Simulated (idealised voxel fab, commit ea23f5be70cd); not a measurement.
Process module, titled voxel self aligned contacts
We display cut, a cross-section 270 nm in width whose square cells are each 5 nm.
A cross-section is a grid of square cells, given in bands from the top down. A band is one or more rows of cells.
Heads up on the band format: heights come first, top then bottom, in nm. After that it's the materials left to right, each with its width in nm. A single material flagged "throughout" fills the whole band edge to edge, and "blank" means there's empty space there.
Basically, 0 is our baseline, since under it the wafer straight out of the box is all one material. The bottom band has no lower end and keeps on going down, so it looks like "top 0, no bottom".
Think of "30 to 40" as a width that walks from the first number to the second as you go down the band, top row to bottom row, taking equal-sized steps from row to row.
When a step is marked "nothing different", none of the cells in the cross-section changed during that step.
Under "Unvented internal voids" you'll find the enclosed gaps, the ones with no way out to the top, that are 8 cells or bigger; each reads width x height at distance, with distance counted from the left edge, everything in nm.
Heads up: the bit after the settings on a step's line is the simulator's remark on that step.
overlay nm: mask right of planned place by this much (step with mask). Neg. = left.

The planned process steps are enumerated hereunder
1: RECEIVE | material Si
2: CONFORMAL_DEP | material SiO2 | thk nm 5
3: DIRECTIONAL_DEP | material polySi | thk nm 30
4: DIRECTIONAL_DEP | material SiN | thk nm 15
5: MASKED_ETCH | tone cover | mask id GATE | width nm 25 | pitch nm 55 | etch materials SiN | depth nm 15 | overlay nm 0
6: MASKED_ETCH | tone cover | mask id GATE | width nm 25 | pitch nm 55 | etch materials polySi | depth nm 30 | overlay nm 0
7: CONFORMAL_DEP | material SiN | thk nm 5
8: DIRECTIONAL_ETCH | etch materials SiN | depth nm 5
9: FILL_DEP | material SiO2 | thk nm 10
10: CMP | height nm 55
11: DIRECTIONAL_DEP | material aC | thk nm 15
12: PATTERN | tone open | mask id CONTACT | material resist | width nm 40 | thk nm 30 | overlay nm 0
13: DIRECTIONAL_ETCH | etch materials aC | depth nm 15
14: STRIP | etch materials resist
15: DIRECTIONAL_ETCH | etch materials SiO2 | depth nm 55
16: STRIP | etch materials aC
17: CONFORMAL_DEP | material TiN | thk nm 5
18: FILL_DEP | material W | thk nm 10
19: CMP | height nm 55
20: CONFORMAL_DEP | material SiN | thk nm 5

Cross-section of the wafer as it came to us, i.e., already through step 1
* top 0, no bottom: Si throughout
* Unvented internal voids: none

Wafer cross-section at end of module: start and plan as shown above, one execution error
* top 60, bottom 55: SiN throughout
* top 55, bottom 50: SiO2: 115, then TiN: 15, then W: 10, then TiN: 15, then SiO2: 115
* top 50, bottom 35: SiO2: 90, then SiN: 35, then TiN: 5, then W: 10, then TiN: 5, then SiN: 35, then SiO2: 90
* top 35, bottom 5: SiO2: 125, then TiN: 5, then W: 10, then TiN: 5, then SiO2: 125
* top 5, bottom 0: SiO2: 125, then TiN: 20, then SiO2: 125
* top 0, no bottom: Si throughout
* Unvented internal voids: none
Misprocessing identified: step 3 was not run as planned; what actually ran was DIRECTIONAL_DEP | material SiO2 | thk nm 30
